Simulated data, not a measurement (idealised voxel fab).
Process module heading - voxel quadruple lines
Xsec cut, 175 nm wide, square cell size 5 nm.
This document writes a cross-section as a grid whose cells are square, and gives it as bands, listed from the top down; one or more rows of cells form a band. Read a band's entry like this: the first values are the height of its top and the height of its bottom in nm, and what follows is the sequence of materials from left to right, each with its width in nm. Note that "air" is empty space, and that a single material marked "full width" reaches across the band from edge to edge. Height datum 0, below which the as-received substrate wafer is one material. Lowest band open at the bottom, running downward: "0 -> down". A width given as "30->40" starts at the first number in the band's top row and ends at the second number in its bottom row, shifting by an equal amount at every step from row to row. "same as before", as given for a step, is the statement that not any cell of the cross-section underwent a change during that step. Closed void table: empty space of 8 cells or more with no open way to the top, each as width x height at its distance from the left edge, in nm. Where a step's line continues beyond its settings, the continuation is a remark by the simulator itself on that step. You can add "overlay nm" to a step's line. For a step with a mask, it describes how far the mask lay to the right of its planned position, and a negative number describes a lay to the left.
-- This section lists the process steps that were planned
1,RECEIVE: material Si
2,CONFORMAL_DEP: material SiO2, thk nm 5
3,DIRECTIONAL_DEP: material TiN, thk nm 15
4,DIRECTIONAL_DEP: material polySi, thk nm 15
5,DIRECTIONAL_DEP: material aC, thk nm 20
6,PATTERN: tone cover, mask id MANDREL, material resist, width nm 35, thk nm 30, overlay nm 0
7,DIRECTIONAL_ETCH: etch materials aC, depth nm 20
8,STRIP: etch materials resist
9,CONFORMAL_DEP: material SiO2, thk nm 5
10,DIRECTIONAL_ETCH: etch materials SiO2, depth nm 15
11,STRIP: etch materials aC
12,DIRECTIONAL_ETCH: etch materials polySi, depth nm 15
13,STRIP: etch materials SiO2
14,CONFORMAL_DEP: material SiCN, thk nm 10
15,DIRECTIONAL_ETCH: etch materials SiCN, depth nm 10
16,STRIP: etch materials polySi
17,DIRECTIONAL_ETCH: etch materials TiN, depth nm 15
18,STRIP: etch materials SiCN
19,FILL_DEP: material SiO2, thk nm 5
20,CMP: height nm 20
All wafers enter the flow in the same state. The thk nm at step 9 differs from wafer to wafer, and the plan gives the value for the first wafer.
-- The first of several wafers in cross-section, exactly as it reached us after step 1
> 0 -> down: Si full width
> Closed void table: none
-- Gained (+) or lost (-) cells of each material since receipt, then closed voids: one row per wafer, at the end of the module
thk nm 5 | +116 SiO2 | +24 TiN | Closed void table: none
thk nm 10 | +116 SiO2 | +24 TiN | Closed void table: none
thk nm 15 | +116 SiO2 | +24 TiN | Closed void table: none
